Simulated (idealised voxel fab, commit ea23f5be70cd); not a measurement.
Name of the process module below: voxel double patterning
The width of the displayed cross-section, cut, is 295 nm; its cells are square, with a size of 5 nm.
A cross-section in this document is a grid of square cells, and it is written down as bands, the top band listed before the ones below it; a band is made up of one or more rows of cells.
Look at the band entry: it leads with the top's height and the bottom's height in nm. Then it lists the materials left to right, with a width in nm for each. The word "throughout" on a single material says that material fills the band edge to edge. The word "air" is empty space.
Zero point of the height axis is 0; under it, received wafer = one material. Lowest band: continues down indefinitely, "0 -> down".
Graded width ("30 to 40"): value in top row of band = first number; value in bottom row = second number; row-to-row change constant.
Key: "same as before" - step with no changed cell in the cross-section.
Reported under the label "Entrapped voids" are the empty spaces having no open way to the top and comprising 8 cells or more; the notation for each is width x height at distance, in which the distance is measured from the left edge and all three values are in nm.
Post-settings text on a step line: simulator's own remark regarding the step.
On any step carrying a mask, the "overlay nm" setting, if present on the step's line, tells how far right of its planned place the mask lay; negative values point to the left.
[Process steps foreseen in the plan]
1) RECEIVE with material Si
2) CONFORMAL_DEP with material SiO2, thk nm 5
3) DIRECTIONAL_DEP with material W, thk nm 20
4) DIRECTIONAL_DEP with material SiN, thk nm 10
5) MASKED_ETCH with tone open, mask id FIRST, width nm 15, pitch nm 50, etch materials SiN, depth nm 10, overlay nm 0
6) DIRECTIONAL_DEP with material aC, thk nm 10
7) PATTERN with tone open, mask id SECOND, material resist, width nm 15, pitch nm 50, thk nm 30, overlay nm 0
8) DIRECTIONAL_ETCH with etch materials aC, depth nm 10
9) STRIP with etch materials resist
10) DIRECTIONAL_ETCH with etch materials SiN, depth nm 10
11) STRIP with etch materials aC
12) DIRECTIONAL_ETCH with etch materials W, depth nm 20
13) STRIP with etch materials SiN
[Concerning the first of two wafers, which was run in accordance with the plan]
[Cross-section of the wafer upon arrival, representing the state reached after step 1]
* 0 -> down: Si throughout
* Entrapped voids: none
[Take a look at the wafer's cross-section after step 2]
* 5 -> 0: SiO2 throughout
* Under 0: no change, same as before.
[Take a look at the wafer's cross-section after step 3]
* 25 -> 5: W throughout
* Under 5: no change, same as before.
[Take a look at the wafer's cross-section after step 4]
* 35 -> 25: SiN throughout
* Under 25: no change, same as before.
[Take a look at the wafer's cross-section after step 5]
* 35 -> 25: SiN=90; air=15; SiN=35; air=15; SiN=35; air=15; SiN=90
* Under 25: no change, same as before.
[Take a look at the wafer's cross-section after step 6]
* 45 -> 35: aC=90; air=15; aC=35; air=15; aC=35; air=15; aC=90
* 35 -> 25: SiN=90; aC=15; SiN=35; aC=15; SiN=35; aC=15; SiN=90
* Under 25: no change, same as before.
[Take a look at the wafer's cross-section after step 7]
* 75 -> 45: resist=115; air=15; resist=35; air=15; resist=115
* 45 -> 35: aC=90; resist=15; aC=35; resist=15; aC=35; resist=15; aC=90
* Under 35: no change, same as before.
[Take a look at the wafer's cross-section after step 8]
* 65 -> 45: resist=115; air=15; resist=35; air=15; resist=115
* 45 -> 35: aC=90; resist=15; aC=10; air=15; aC=10; resist=15; aC=10; air=15; aC=10; resist=15; aC=90
* Under 35: no change, same as before.
[Take a look at the wafer's cross-section after step 9]
* 45 -> 35: aC=90; air=15; aC=10; air=15; aC=10; air=15; aC=10; air=15; aC=10; air=15; aC=90
* Under 35: no change, same as before.
[Take a look at the wafer's cross-section after step 10]
* 45 -> 35: aC=90; air=15; aC=10; air=15; aC=10; air=15; aC=10; air=15; aC=10; air=15; aC=90
* 35 -> 25: SiN=90; aC=15; SiN=10; air=15; SiN=10; aC=15; SiN=10; air=15; SiN=10; aC=15; SiN=90
* Under 25: no change, same as before.
[Take a look at the wafer's cross-section after step 11]
* 35 -> 25: SiN=90; air=15; SiN=10; air=15; SiN=10; air=15; SiN=10; air=15; SiN=10; air=15; SiN=90
* Under 25: no change, same as before.
[Take a look at the wafer's cross-section after step 12]
* 35 -> 25: SiN=90; air=15; SiN=10; air=15; SiN=10; air=15; SiN=10; air=15; SiN=10; air=15; SiN=90
* 25 -> 5: W=90; air=15; W=10; air=15; W=10; air=15; W=10; air=15; W=10; air=15; W=90
* Under 5: no change, same as before.
[Take a look at the wafer's cross-section after step 13]
* 25 -> 5: W=90; air=15; W=10; air=15; W=10; air=15; W=10; air=15; W=10; air=15; W=90
* Under 5: no change, same as before.
[The remaining wafer, second of the two, started like the first and was run to the same plan, except that one mistake was made along the way; the two coincide through step 4, inclusive]
[Cross-section of the second wafer at the time step 5 of the plan should have ended]
* 35 -> 25: SiN=90; air=20; SiN=30; air=20; SiN=30; air=20; SiN=85
* Under 25: no change, same as before.
[Cross-section of the second wafer at the time step 6 of the plan should have ended]
* 45 -> 35: aC=90; air=20; aC=30; air=20; aC=30; air=20; aC=85
* 35 -> 25: SiN=90; aC=20; SiN=30; aC=20; SiN=30; aC=20; SiN=85
* Under 25: no change, same as before.
[Cross-section of the second wafer at the time step 7 of the plan should have ended]
* 75 -> 45: resist=115; air=15; resist=35; air=15; resist=115
* 45 -> 35: aC=90; resist=20; aC=30; resist=20; aC=30; resist=20; aC=85
* Under 35: no change, same as before.
[Cross-section of the second wafer at the time step 8 of the plan should have ended]
* 65 -> 45: resist=115; air=15; resist=35; air=15; resist=115
* 45 -> 35: aC=90; resist=20; aC=5; air=15; aC=10; resist=20; aC=5; air=15; aC=10; resist=20; aC=85
* Under 35: no change, same as before.
[Cross-section of the second wafer at the time step 9 of the plan should have ended]
* 45 -> 35: aC=90; air=20; aC=5; air=15; aC=10; air=20; aC=5; air=15; aC=10; air=20; aC=85
* Under 35: no change, same as before.
[Cross-section of the second wafer at the time step 10 of the plan should have ended]
* 45 -> 35: aC=90; air=20; aC=5; air=15; aC=10; air=20; aC=5; air=15; aC=10; air=20; aC=85
* 35 -> 25: SiN=90; aC=20; SiN=5; air=15; SiN=10; aC=20; SiN=5; air=15; SiN=10; aC=20; SiN=85
* Under 25: no change, same as before.
[Cross-section of the second wafer at the time step 11 of the plan should have ended]
* 35 -> 25: SiN=90; air=20; SiN=5; air=15; SiN=10; air=20; SiN=5; air=15; SiN=10; air=20; SiN=85
* Under 25: no change, same as before.
[Cross-section of the second wafer at the time step 12 of the plan should have ended]
* 35 -> 25: SiN=90; air=20; SiN=5; air=15; SiN=10; air=20; SiN=5; air=15; SiN=10; air=20; SiN=85
* 25 -> 5: W=90; air=20; W=5; air=15; W=10; air=20; W=5; air=15; W=10; air=20; W=85
* Under 5: no change, same as before.
[Cross-section of the second wafer at the time step 13 of the plan should have ended]
* 25 -> 5: W=90; air=20; W=5; air=15; W=10; air=20; W=5; air=15; W=10; air=20; W=85
* Under 5: no change, same as before.
Deviation noted in wafer processing: step 5 did not use the planned setting and instead ran as MASKED_ETCH with tone open, mask id FIRST, width nm 20, pitch nm 50, etch materials SiN, depth nm 10, overlay nm 0
Once processing is complete, comparing cell counts shows that the second wafer has more or fewer of certain materials than the first: W: 12 fewer
